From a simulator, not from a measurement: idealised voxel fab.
The name of this process module is voxel self aligned vias.
Cross-section cut: width 270 nm, square cells of 5 nm.
Think of the cross-section as a grid of square cells. We describe it in bands, top to bottom, and each band covers one or more rows of those cells.
Look at the band entry: it leads with the top's height and the bottom's height in nm. Then it lists the materials left to right, with a width in nm for each. The word "edge to edge" on a single material says that material fills the band edge to edge. The word "air" is empty space.
Height reference: 0 = level under which incoming wafer is all one material. Lowest band: no bottom, runs on downward, e.g. "0..down".
The notation "30->40" denotes a width that varies across the rows of cells in the band, beginning at the first number in the top row, finishing at the second number in the bottom row, and changing by an identical amount from each row to the next.
You'll sometimes find "nothing changed" written for a step, and that's the way of saying that nowhere in the cross-section did a cell change during that step.
Reported under the label "Closed voids list" are the empty spaces having no open way to the top and comprising 8 cells or more; the notation for each is width x height at distance, in which the distance is measured from the left edge and all three values are in nm.
It should be noted that, on the line of a given step, the content following the step's settings is a remark produced by the simulator itself with respect to that step.
A step line may carry the setting "overlay nm", which, for steps involving a mask, states the distance by which the mask lay to the right of its intended position; negative values denote displacement to the left.
# List of planned process steps
| 1 | RECEIVE: material Si |
| 2 | CONFORMAL_DEP: material SiO2, thk nm 15 |
| 3 | CONFORMAL_DEP: material SiCN, thk nm 5 |
| 4 | DIRECTIONAL_DEP: material SiO2, thk nm 25 |
| 5 | MASKED_ETCH: tone open, mask id LINES, width nm 30, pitch nm 80, etch materials SiO2, depth nm 25, overlay nm 0 |
| 6 | CONFORMAL_DEP: material TiN, thk nm 5 |
| 7 | FILL_DEP: material W, thk nm 10 |
| 8 | CMP: height nm 45 |
| 9 | SELECTIVE_ETCH: etch materials W Ru TiN, depth nm 10 |
| 10 | FILL_DEP: material SiN, thk nm 10 |
| 11 | CMP: height nm 45 |
| 12 | DIRECTIONAL_DEP: material SiO2, thk nm 15 |
| 13 | PATTERN: tone open, mask id VIAS, material resist, width nm 50, pitch nm 80, thk nm 20, overlay nm 0 |
| 14 | DIRECTIONAL_ETCH: etch materials SiO2, depth nm 15 |
| 15 | DIRECTIONAL_ETCH: etch materials SiN, depth nm 10 |
| 16 | STRIP: etch materials resist |
| 17 | CONFORMAL_DEP: material TiN, thk nm 5 |
| 18 | FILL_DEP: material W, thk nm 10 |
| 19 | CMP: height nm 60 |
| 20 | CONFORMAL_DEP: material SiCN, thk nm 5 |
# First wafer of two (run as planned)
# Cross-section of the incoming wafer, state after step 1
0..down: Si edge to edge
Closed voids list: none
# Cross-section through the wafer, step 2 finished
15..0: SiO2 edge to edge
Below 0, no change.
# Cross-section through the wafer, step 3 finished
20..15: SiCN edge to edge
Below 15, no change.
# Cross-section through the wafer, step 4 finished
45..20: SiO2 edge to edge
Below 20, no change.
# Cross-section through the wafer, step 5 finished
45..20: SiO2=80, then air=30, then SiO2=50, then air=30, then SiO2=80
Below 20, no change.
# Cross-section through the wafer, step 6 finished
50..45: TiN=85, then air=20, then TiN=60, then air=20, then TiN=85
45..25: SiO2=80, then TiN=5, then air=20, then TiN=5, then SiO2=50, then TiN=5, then air=20, then TiN=5, then SiO2=80
25..20: SiO2=80, then TiN=30, then SiO2=50, then TiN=30, then SiO2=80
Below 20, no change.
# Cross-section through the wafer, step 7 finished
60..50: W edge to edge
50..45: TiN=85, then W=20, then TiN=60, then W=20, then TiN=85
45..25: SiO2=80, then TiN=5, then W=20, then TiN=5, then SiO2=50, then TiN=5, then W=20, then TiN=5, then SiO2=80
Below 25, no change.
# Cross-section through the wafer, step 8 finished
45..25: SiO2=80, then TiN=5, then W=20, then TiN=5, then SiO2=50, then TiN=5, then W=20, then TiN=5, then SiO2=80
Below 25, no change.
# Cross-section through the wafer, step 9 finished
45..35: SiO2=80, then air=30, then SiO2=50, then air=30, then SiO2=80
Below 35, no change.
# Cross-section through the wafer, step 10 finished
55..45: SiN edge to edge
45..35: SiO2=80, then SiN=30, then SiO2=50, then SiN=30, then SiO2=80
Below 35, no change.
# Cross-section through the wafer, step 11 finished
45..35: SiO2=80, then SiN=30, then SiO2=50, then SiN=30, then SiO2=80
Below 35, no change.
# Cross-section through the wafer, step 12 finished
60..45: SiO2 edge to edge
Below 45, no change.
# Cross-section through the wafer, step 13 finished
80..60: resist=70, then air=50, then resist=30, then air=50, then resist=70
Below 60, no change.
# Cross-section through the wafer, step 14 finished
80..60: resist=70, then air=50, then resist=30, then air=50, then resist=70
60..45: SiO2=70, then air=50, then SiO2=30, then air=50, then SiO2=70
Below 45, no change.
# Cross-section through the wafer, step 15 finished
80..60: resist=70, then air=50, then resist=30, then air=50, then resist=70
60..45: SiO2=70, then air=50, then SiO2=30, then air=50, then SiO2=70
45..35: SiO2=80, then air=30, then SiO2=50, then air=30, then SiO2=80
Below 35, no change.
# Cross-section through the wafer, step 16 finished
60..45: SiO2=70, then air=50, then SiO2=30, then air=50, then SiO2=70
Below 45, no change.
# Cross-section through the wafer, step 17 finished
65..60: TiN=75, then air=40, then TiN=40, then air=40, then TiN=75
60..50: SiO2=70, then TiN=5, then air=40, then TiN=5, then SiO2=30, then TiN=5, then air=40, then TiN=5, then SiO2=70
50..40: SiO2=70->80, then TiN=15->5, then air=20, then TiN=15->5, then SiO2=30->50, then TiN=15->5, then air=20, then TiN=15->5, then SiO2=70->80
40..35: SiO2=80, then TiN=30, then SiO2=50, then TiN=30, then SiO2=80
Below 35, no change.
# Cross-section through the wafer, step 18 finished
75..65: W edge to edge
65..60: TiN=75, then W=40, then TiN=40, then W=40, then TiN=75
60..50: SiO2=70, then TiN=5, then W=40, then TiN=5, then SiO2=30, then TiN=5, then W=40, then TiN=5, then SiO2=70
50..40: SiO2=70->80, then TiN=15->5, then W=20, then TiN=15->5, then SiO2=30->50, then TiN=15->5, then W=20, then TiN=15->5, then SiO2=70->80
Below 40, no change.
# Cross-section through the wafer, step 19 finished
60..50: SiO2=70, then TiN=5, then W=40, then TiN=5, then SiO2=30, then TiN=5, then W=40, then TiN=5, then SiO2=70
Below 50, no change.
# Cross-section through the wafer, step 20 finished
65..60: SiCN edge to edge
Below 60, no change.
# Companion wafer, the second of two: same beginning, same intended sequence, one mistake in carrying it out; through step 1 inclusive it tracks the first exactly
# X-section, second wafer, when step 2 was due to finish
5..0: SiCN edge to edge
Below 0, no change.
# X-section, second wafer, when step 3 was due to finish
20..5: SiO2 edge to edge
Below 5, no change.
# X-section, second wafer, when step 4 was due to finish
45..5: SiO2 edge to edge
Below 5, no change.
# X-section, second wafer, when step 5 was due to finish
45..20: SiO2=80, then air=30, then SiO2=50, then air=30, then SiO2=80
Below 20, no change.
# X-section, second wafer, when step 6 was due to finish
50..45: TiN=85, then air=20, then TiN=60, then air=20, then TiN=85
45..25: SiO2=80, then TiN=5, then air=20, then TiN=5, then SiO2=50, then TiN=5, then air=20, then TiN=5, then SiO2=80
25..20: SiO2=80, then TiN=30, then SiO2=50, then TiN=30, then SiO2=80
Below 20, no change.
# X-section, second wafer, when step 7 was due to finish
60..50: W edge to edge
50..45: TiN=85, then W=20, then TiN=60, then W=20, then TiN=85
45..25: SiO2=80, then TiN=5, then W=20, then TiN=5, then SiO2=50, then TiN=5, then W=20, then TiN=5, then SiO2=80
Below 25, no change.
# X-section, second wafer, when step 8 was due to finish
45..25: SiO2=80, then TiN=5, then W=20, then TiN=5, then SiO2=50, then TiN=5, then W=20, then TiN=5, then SiO2=80
Below 25, no change.
# X-section, second wafer, when step 9 was due to finish
45..35: SiO2=80, then air=30, then SiO2=50, then air=30, then SiO2=80
Below 35, no change.
# X-section, second wafer, when step 10 was due to finish
55..45: SiN edge to edge
45..35: SiO2=80, then SiN=30, then SiO2=50, then SiN=30, then SiO2=80
Below 35, no change.
# X-section, second wafer, when step 11 was due to finish
45..35: SiO2=80, then SiN=30, then SiO2=50, then SiN=30, then SiO2=80
Below 35, no change.
# X-section, second wafer, when step 12 was due to finish
60..45: SiO2 edge to edge
Below 45, no change.
# X-section, second wafer, when step 13 was due to finish
80..60: resist=70, then air=50, then resist=30, then air=50, then resist=70
Below 60, no change.
# X-section, second wafer, when step 14 was due to finish
80..60: resist=70, then air=50, then resist=30, then air=50, then resist=70
60..45: SiO2=70, then air=50, then SiO2=30, then air=50, then SiO2=70
Below 45, no change.
# X-section, second wafer, when step 15 was due to finish
80..60: resist=70, then air=50, then resist=30, then air=50, then resist=70
60..45: SiO2=70, then air=50, then SiO2=30, then air=50, then SiO2=70
45..35: SiO2=80, then air=30, then SiO2=50, then air=30, then SiO2=80
Below 35, no change.
# X-section, second wafer, when step 16 was due to finish
60..45: SiO2=70, then air=50, then SiO2=30, then air=50, then SiO2=70
Below 45, no change.
# X-section, second wafer, when step 17 was due to finish
65..60: TiN=75, then air=40, then TiN=40, then air=40, then TiN=75
60..50: SiO2=70, then TiN=5, then air=40, then TiN=5, then SiO2=30, then TiN=5, then air=40, then TiN=5, then SiO2=70
50..40: SiO2=70->80, then TiN=15->5, then air=20, then TiN=15->5, then SiO2=30->50, then TiN=15->5, then air=20, then TiN=15->5, then SiO2=70->80
40..35: SiO2=80, then TiN=30, then SiO2=50, then TiN=30, then SiO2=80
Below 35, no change.
# X-section, second wafer, when step 18 was due to finish
75..65: W edge to edge
65..60: TiN=75, then W=40, then TiN=40, then W=40, then TiN=75
60..50: SiO2=70, then TiN=5, then W=40, then TiN=5, then SiO2=30, then TiN=5, then W=40, then TiN=5, then SiO2=70
50..40: SiO2=70->80, then TiN=15->5, then W=20, then TiN=15->5, then SiO2=30->50, then TiN=15->5, then W=20, then TiN=15->5, then SiO2=70->80
Below 40, no change.
# X-section, second wafer, when step 19 was due to finish
60..50: SiO2=70, then TiN=5, then W=40, then TiN=5, then SiO2=30, then TiN=5, then W=40, then TiN=5, then SiO2=70
Below 50, no change.
# X-section, second wafer, when step 20 was due to finish
65..60: SiCN edge to edge
Below 60, no change.
Deviation noted in wafer processing: plan vs actual: 2 and 3 interchanged
Final wafers compared: equal cell tally per material, rearranged layout.
